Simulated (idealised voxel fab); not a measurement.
Documented hereafter: the process module known as voxel lift off.
Cross-sectional view cut (width: 180 nm; square cell size: 5 nm).
Cross-sections here: square-cell grids, written as top-down lists of bands, a band being one or more rows of cells. The entry gives the band's vertical extent as a top height and a bottom height in nm, then its horizontal make-up as materials from left to right, each with a width in nm. "blank" stands for empty space; a single material marked "all across" fills the band edge to edge. Heights are measured from 0, the level below which the as-received wafer is all one material; the lowest band has no bottom and continues downward, written as in "0..down". Quick explanation for "30->40": the width changes in equal steps down the rows of cells, from the first number in the band's top row to the second number in its bottom row. When a step is marked "no alterations made", none of the cells in the cross-section changed during that step. Basically, "Closed void catalog" tells you about the enclosed voids: empty spaces with no open way to the top, 8 cells or bigger, each written width x height at distance, where distance is from the left edge, all in nm. Read whatever lies past the settings on a step's line as the simulator's own remark about the step. overlay nm: mask offset rightward from planned place, masked step; negative means leftward offset. From here on the document is pairs. In a pair, the cross-section before one process step comes with the cross-section after it, and the latter goes no deeper than the lowest band that changed. What lies in between, the step and its settings, is written under the pair. A pair may be from a different run of this module on the same starting wafer than the pair above it, so it continues from that pair only where its entry headed "Before processing" says so.

-- Before processing
0..down | Si all across
Closed void catalog: none

-- Cut View, Post-Step
5..0 | SiN all across
Everything under 0 stays put, no change at all.
Closed void catalog: none
Between the two cross-sections shown above, the process step is CONFORMAL_DEP | material SiN | thk nm 5

Before processing: This step starts from the configuration shown after the step in the pair immediately above.

-- Cut View, Post-Step
25..5 | resist: 30 / blank: 30 / resist: 15 / blank: 30 / resist: 15 / blank: 30 / resist: 30
Everything under 5 stays put, no change at all.
Closed void catalog: none
Between the two cross-sections shown above, the process step is PATTERN | tone open | mask id LINES | material resist | width nm 30 | pitch nm 45 | thk nm 20 | overlay nm 0

Before processing: This step starts from the configuration shown after the step in the pair immediately above.

-- Cut View, Post-Step
35..25 | Ru: 30 / blank: 30 / Ru: 15 / blank: 30 / Ru: 15 / blank: 30 / Ru: 30
25..15 | resist: 30 / blank: 30 / resist: 15 / blank: 30 / resist: 15 / blank: 30 / resist: 30
15..5 | resist: 30 / Ru: 30 / resist: 15 / Ru: 30 / resist: 15 / Ru: 30 / resist: 30
Everything under 5 stays put, no change at all.
Closed void catalog: none
Between the two cross-sections shown above, the process step is DIRECTIONAL_DEP | material Ru | thk nm 10

Before processing: This step starts from the configuration shown after the step in the pair immediately above.

-- Cut View, Post-Step
15..5 | blank: 30 / Ru: 30 / blank: 15 / Ru: 30 / blank: 15 / Ru: 30 / blank: 30
Everything under 5 stays put, no change at all.
Closed void catalog: none
Between the two cross-sections shown above, the process step is STRIP | etch materials resist

Before processing: This step starts from the configuration shown after the step in the pair immediately above.

-- Cut View, Post-Step
20..15 | blank: 25 / SiCN: 40 / blank: 5 / SiCN: 40 / blank: 5 / SiCN: 40 / blank: 25
15..10 | blank: 25 / SiCN: 5 / Ru: 30 / SiCN: 5 / blank: 5 / SiCN: 5 / Ru: 30 / SiCN: 5 / blank: 5 / SiCN: 5 / Ru: 30 / SiCN: 5 / blank: 25
10..5 | SiCN: 30 / Ru: 30 / SiCN: 15 / Ru: 30 / SiCN: 15 / Ru: 30 / SiCN: 30
Everything under 5 stays put, no change at all.
Closed void catalog: none
Between the two cross-sections shown above, the process step is CONFORMAL_DEP | material SiCN | thk nm 5

-- Before processing
15..5 | blank: 30 / Ru: 30 / blank: 15 / Ru: 30 / blank: 15 / Ru: 30 / blank: 30
5..0 | SiN all across
0..down | Si all across
Closed void catalog: none

-- Cut View, Post-Step
30..20 | blank: 15 / SiCN: 150 / blank: 15
20..15 | SiCN all across
15..5 | SiCN: 30 / Ru: 30 / SiCN: 15 / Ru: 30 / SiCN: 15 / Ru: 30 / SiCN: 30
Everything under 5 stays put, no change at all.
Closed void catalog: none
Between the two cross-sections shown above, the process step is CONFORMAL_DEP | material SiCN | thk nm 15

-- Before processing
5..0 | SiN all across
0..down | Si all across
Closed void catalog: none

-- Cut View, Post-Step
25..5 | resist: 35 / blank: 25 / resist: 20 / blank: 25 / resist: 20 / blank: 25 / resist: 30
Everything under 5 stays put, no change at all.
Closed void catalog: none
Between the two cross-sections shown above, the process step is PATTERN | tone open | mask id LINES | material resist | width nm 25 | pitch nm 45 | thk nm 20 | overlay nm 0

Before processing: This step starts from the configuration shown after the step in the pair immediately above.

-- Cut View, Post-Step
35..25 | Ru: 35 / blank: 25 / Ru: 20 / blank: 25 / Ru: 20 / blank: 25 / Ru: 30
25..15 | resist: 35 / blank: 25 / resist: 20 / blank: 25 / resist: 20 / blank: 25 / resist: 30
15..5 | resist: 35 / Ru: 25 / resist: 20 / Ru: 25 / resist: 20 / Ru: 25 / resist: 30
Everything under 5 stays put, no change at all.
Closed void catalog: none
Between the two cross-sections shown above, the process step is DIRECTIONAL_DEP | material Ru | thk nm 10

Before processing: This step starts from the configuration shown after the step in the pair immediately above.

-- Cut View, Post-Step
15..5 | blank: 35 / Ru: 25 / blank: 20 / Ru: 25 / blank: 20 / Ru: 25 / blank: 30
Everything under 5 stays put, no change at all.
Closed void catalog: none
Between the two cross-sections shown above, the process step is STRIP | etch materials resist

Before processing: This step starts from the configuration shown after the step in the pair immediately above.

-- Cut View, Post-Step
20..15 | blank: 30 / SiCN: 35 / blank: 10 / SiCN: 35 / blank: 10 / SiCN: 35 / blank: 25
15..10 | blank: 30 / SiCN: 5 / Ru: 25 / SiCN: 5 / blank: 10 / SiCN: 5 / Ru: 25 / SiCN: 5 / blank: 10 / SiCN: 5 / Ru: 25 / SiCN: 5 / blank: 25
10..5 | SiCN: 35 / Ru: 25 / SiCN: 20 / Ru: 25 / SiCN: 20 / Ru: 25 / SiCN: 30
Everything under 5 stays put, no change at all.
Closed void catalog: none
Between the two cross-sections shown above, the process step is CONFORMAL_DEP | material SiCN | thk nm 5

-- Before processing
5..0 | SiN all across
0..down | Si all across
Closed void catalog: none

-- Cut View, Post-Step
25..5 | resist: 35 / blank: 30 / resist: 15 / blank: 30 / resist: 15 / blank: 30 / resist: 25
Everything under 5 stays put, no change at all.
Closed void catalog: none
Between the two cross-sections shown above, the process step is PATTERN | tone open | mask id LINES | material resist | width nm 30 | pitch nm 45 | thk nm 20 | overlay nm 5

Before processing: This step starts from the configuration shown after the step in the pair immediately above.

-- Cut View, Post-Step
35..25 | Ru: 35 / blank: 30 / Ru: 15 / blank: 30 / Ru: 15 / blank: 30 / Ru: 25
25..15 | resist: 35 / blank: 30 / resist: 15 / blank: 30 / resist: 15 / blank: 30 / resist: 25
15..5 | resist: 35 / Ru: 30 / resist: 15 / Ru: 30 / resist: 15 / Ru: 30 / resist: 25
Everything under 5 stays put, no change at all.
Closed void catalog: none
Between the two cross-sections shown above, the process step is DIRECTIONAL_DEP | material Ru | thk nm 10

Before processing: This step starts from the configuration shown after the step in the pair immediately above.

-- Cut View, Post-Step
15..5 | blank: 35 / Ru: 30 / blank: 15 / Ru: 30 / blank: 15 / Ru: 30 / blank: 25
Everything under 5 stays put, no change at all.
Closed void catalog: none
Between the two cross-sections shown above, the process step is STRIP | etch materials resist

Before processing: This step starts from the configuration shown after the step in the pair immediately above.

-- Cut View, Post-Step
20..15 | blank: 30 / SiCN: 40 / blank: 5 / SiCN: 40 / blank: 5 / SiCN: 40 / blank: 20
15..10 | blank: 30 / SiCN: 5 / Ru: 30 / SiCN: 5 / blank: 5 / SiCN: 5 / Ru: 30 / SiCN: 5 / blank: 5 / SiCN: 5 / Ru: 30 / SiCN: 5 / blank: 20
10..5 | SiCN: 35 / Ru: 30 / SiCN: 15 / Ru: 30 / SiCN: 15 / Ru: 30 / SiCN: 25
Everything under 5 stays put, no change at all.
Closed void catalog: none
Between the two cross-sections shown above, the process step is CONFORMAL_DEP | material SiCN | thk nm 5

-- Before processing
0..down | Si all across
Closed void catalog: none

-- Cut View, Post-Step
5..0 | Ru all across
Everything under 0 stays put, no change at all.
Closed void catalog: none
Between the two cross-sections shown above, the process step is CONFORMAL_DEP | material Ru | thk nm 5

Before processing: This step starts from the configuration shown after the step in the pair immediately above.

-- Cut View, Post-Step
25..5 | resist: 30 / blank: 30 / resist: 15 / blank: 30 / resist: 15 / blank: 30 / resist: 30
Everything under 5 stays put, no change at all.
Closed void catalog: none
Between the two cross-sections shown above, the process step is PATTERN | tone open | mask id LINES | material resist | width nm 30 | pitch nm 45 | thk nm 20 | overlay nm 0

Before processing: This step starts from the configuration shown after the step in the pair immediately above.

-- Cut View, Post-Step
35..25 | Ru: 30 / blank: 30 / Ru: 15 / blank: 30 / Ru: 15 / blank: 30 / Ru: 30
25..15 | resist: 30 / blank: 30 / resist: 15 / blank: 30 / resist: 15 / blank: 30 / resist: 30
15..5 | resist: 30 / Ru: 30 / resist: 15 / Ru: 30 / resist: 15 / Ru: 30 / resist: 30
Everything under 5 stays put, no change at all.
Closed void catalog: none
Between the two cross-sections shown above, the process step is DIRECTIONAL_DEP | material Ru | thk nm 10

Before processing: This step starts from the configuration shown after the step in the pair immediately above.

-- Cut View, Post-Step
15..5 | blank: 30 / Ru: 30 / blank: 15 / Ru: 30 / blank: 15 / Ru: 30 / blank: 30
Everything under 5 stays put, no change at all.
Closed void catalog: none
Between the two cross-sections shown above, the process step is STRIP | etch materials resist

Before processing: This step starts from the configuration shown after the step in the pair immediately above.

-- Cut View, Post-Step
20..15 | blank: 25 / SiCN: 40 / blank: 5 / SiCN: 40 / blank: 5 / SiCN: 40 / blank: 25
15..10 | blank: 25 / SiCN: 5 / Ru: 30 / SiCN: 5 / blank: 5 / SiCN: 5 / Ru: 30 / SiCN: 5 / blank: 5 / SiCN: 5 / Ru: 30 / SiCN: 5 / blank: 25
10..5 | SiCN: 30 / Ru: 30 / SiCN: 15 / Ru: 30 / SiCN: 15 / Ru: 30 / SiCN: 30
Everything under 5 stays put, no change at all.
Closed void catalog: none
Between the two cross-sections shown above, the process step is CONFORMAL_DEP | material SiCN | thk nm 5

-- Before processing
5..0 | SiN all across
0..down | Si all across
Closed void catalog: none

-- Cut View, Post-Step
25..5 | blank: 30 / resist: 30 / blank: 15 / resist: 30 / blank: 15 / resist: 30 / blank: 30
Everything under 5 stays put, no change at all.
Closed void catalog: none
Between the two cross-sections shown above, the process step is PATTERN | tone cover | mask id LINES | material resist | width nm 30 | pitch nm 45 | thk nm 20 | overlay nm 0

Before processing: This step starts from the configuration shown after the step in the pair immediately above.

-- Cut View, Post-Step
35..25 | blank: 30 / Ru: 30 / blank: 15 / Ru: 30 / blank: 15 / Ru: 30 / blank: 30
25..15 | blank: 30 / resist: 30 / blank: 15 / resist: 30 / blank: 15 / resist: 30 / blank: 30
15..5 | Ru: 30 / resist: 30 / Ru: 15 / resist: 30 / Ru: 15 / resist: 30 / Ru: 30
Everything under 5 stays put, no change at all.
Closed void catalog: none
Between the two cross-sections shown above, the process step is DIRECTIONAL_DEP | material Ru | thk nm 10

Before processing: This step starts from the configuration shown after the step in the pair immediately above.

-- Cut View, Post-Step
15..5 | Ru: 30 / blank: 30 / Ru: 15 / blank: 30 / Ru: 15 / blank: 30 / Ru: 30
Everything under 5 stays put, no change at all.
Closed void catalog: none
Between the two cross-sections shown above, the process step is STRIP | etch materials resist

Before processing: This step starts from the configuration shown after the step in the pair immediately above.

-- Cut View, Post-Step
20..15 | SiCN: 35 / blank: 20 / SiCN: 25 / blank: 20 / SiCN: 25 / blank: 20 / SiCN: 35
15..10 | Ru: 30 / SiCN: 5 / blank: 20 / SiCN: 5 / Ru: 15 / SiCN: 5 / blank: 20 / SiCN: 5 / Ru: 15 / SiCN: 5 / blank: 20 / SiCN: 5 / Ru: 30
10..5 | Ru: 30 / SiCN: 30 / Ru: 15 / SiCN: 30 / Ru: 15 / SiCN: 30 / Ru: 30
Everything under 5 stays put, no change at all.
Closed void catalog: none
Between the two cross-sections shown above, the process step is CONFORMAL_DEP | material SiCN | thk nm 5
